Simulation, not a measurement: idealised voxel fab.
Process module in this document: voxel wiring stack
Square cell edge 5 nm, section width 190 nm, ID cut.
Reading order for cross-sections: top band down to bottom band. Underlying form: a grid of square cells. Band size: one or more rows of cells.
This entry defines a band. It first specifies the height of the band's top and the height of its bottom in nm, and then specifies the band's materials from left to right, stating each material with its width in nm. The word "edge to edge" identifies a single material that fills the band from edge to edge, while the word "air" identifies empty space.
Height is counted from the level 0, under which the received wafer is composed throughout of one material. The lowest of the bands is not closed at the bottom but continues downward, in the notation "0 down".
Graded width ("30 to 40"): value in top row of band = first number; value in bottom row = second number; row-to-row change constant.
The designation "no alteration", where it is given for a processing step, indicates that no cell of the cross-section was altered in the course of that step.
You'll see "Closed void inventory" listing empty spaces that have no way open to the top, as long as they're 8 cells or more; the notation is width x height at distance, where the distance is from the left edge, and all of it is in nm.
Formally, on a step line, whatever follows the settings is a remark that the simulator itself makes on the step.
overlay nm: how far to the right of its planned place the mask lay on this masked step (negative: to the left).

The process steps that were planned are listed below:
1 RECEIVE (material Si)
2 CONFORMAL_DEP (material SiO2; thk nm 10)
3 CONFORMAL_DEP (material SiCN; thk nm 5)
4 DIRECTIONAL_DEP (material SiO2; thk nm 25)
5 MASKED_ETCH (tone open; mask id METAL_1; width nm 30; pitch nm 55; etch materials SiO2; depth nm 25; overlay nm 0)
6 MASKED_ETCH (tone open; mask id METAL_1; width nm 30; pitch nm 55; etch materials SiCN; depth nm 5; overlay nm 0)
7 CONFORMAL_DEP (material TiN; thk nm 5)
8 FILL_DEP (material Cu; thk nm 10)
9 CMP (height nm 40)
10 EPI (material Ru; thk nm 5)
11 FILL_DEP (material SiCN; thk nm 5)
12 DIRECTIONAL_DEP (material lowk; thk nm 10)
13 MASKED_ETCH (tone open; mask id PLUG_1; width nm 15; pitch nm 55; etch materials lowk; depth nm 10; overlay nm 0)
14 MASKED_ETCH (tone open; mask id PLUG_1; width nm 15; pitch nm 55; etch materials SiCN; depth nm 5; overlay nm 0)
15 EPI (material Ru; thk nm 10)
16 EPI (material Ru; thk nm 5)
17 DIRECTIONAL_DEP (material TiN; thk nm 5)
18 DIRECTIONAL_DEP (material W; thk nm 25)
19 PATTERN (tone cover; mask id METAL_2; material resist; width nm 30; pitch nm 55; thk nm 20; overlay nm 0)
20 DIRECTIONAL_ETCH (etch materials W; depth nm 25)
21 DIRECTIONAL_ETCH (etch materials TiN; depth nm 5)
22 STRIP (etch materials resist)
23 CONFORMAL_DEP (material SiCN; thk nm 5)
24 FILL_DEP (material lowk; thk nm 5)
25 CMP (height nm 90)
26 CONFORMAL_DEP (material SiCN; thk nm 5)
27 DIRECTIONAL_DEP (material lowk; thk nm 15)
28 DIRECTIONAL_DEP (material aC; thk nm 15)
29 PATTERN (tone open; mask id PLUG_2; material resist; width nm 15; thk nm 30; overlay nm 0)
30 DIRECTIONAL_ETCH (etch materials aC; depth nm 15)
31 STRIP (etch materials resist)
32 DIRECTIONAL_ETCH (etch materials lowk; depth nm 15)
33 DIRECTIONAL_ETCH (etch materials SiCN; depth nm 5)
34 STRIP (etch materials aC)
35 EPI (material Ru; thk nm 10)
36 EPI (material Ru; thk nm 10)
37 DIRECTIONAL_DEP (material TiN; thk nm 5)
38 DIRECTIONAL_DEP (material Ru; thk nm 15)
39 DIRECTIONAL_DEP (material aC; thk nm 15)
40 PATTERN (tone cover; mask id METAL_3; material resist; width nm 30; pitch nm 55; thk nm 30; overlay nm 0)
41 DIRECTIONAL_ETCH (etch materials aC; depth nm 15)
42 STRIP (etch materials resist)
43 DIRECTIONAL_ETCH (etch materials Ru; depth nm 15)
44 DIRECTIONAL_ETCH (etch materials TiN; depth nm 5)
45 STRIP (etch materials aC)
46 CONFORMAL_DEP (material SiN; thk nm 5)
47 FILL_DEP (material SiO2; thk nm 10)
48 CMP (height nm 130)
49 CONFORMAL_DEP (material SiN; thk nm 5)

Cross-section, incoming material, after step 1:
0 down = Si edge to edge
Closed void inventory: none

Wafer cross-section at end of module: start and plan as shown above, one execution error:
135 to 130 = SiN edge to edge
130 to 115 = SiO2 45 | SiN 5 | Ru 30 | SiN 5 | SiO2 15 | SiN 5 | Ru 30 | SiN 5 | SiO2 50
115 to 110 = SiN 50 | TiN 30 | SiN 25 | TiN 30 | SiN 55
110 to 95 = lowk 50 | Ru 15 | lowk 125
95 to 90 = SiCN 50 | Ru 15 | SiCN 125
90 to 65 = lowk 45 | SiCN 5 | W 30 | SiCN 5 | lowk 15 | SiCN 5 | W 30 | SiCN 5 | lowk 50
65 to 60 = SiCN 50 | TiN 30 | SiCN 25 | TiN 30 | SiCN 55
60 to 50 = lowk 50 | Ru 15 | lowk 40 | Ru 15 | lowk 70
50 to 40 = SiCN 50 to 45 | Ru 10 to 40 | SiCN 45 to 15 | Ru 10 to 40 | SiCN 75 to 50
40 to 15 = SiO2 50 | TiN 5 | Cu 20 | TiN 5 | SiO2 25 | TiN 5 | Cu 20 | TiN 5 | SiO2 55
15 to 10 = SiCN 50 | TiN 30 | SiCN 25 | TiN 30 | SiCN 55
10 to 0 = SiO2 edge to edge
0 down = Si edge to edge
Closed void inventory: none
Short version of what went wrong: step 14 did not happen as planned, as run it was MASKED_ETCH (tone open; mask id PLUG_1; width nm 15; pitch nm 55; etch materials SiCN; depth nm 5; overlay nm -5)
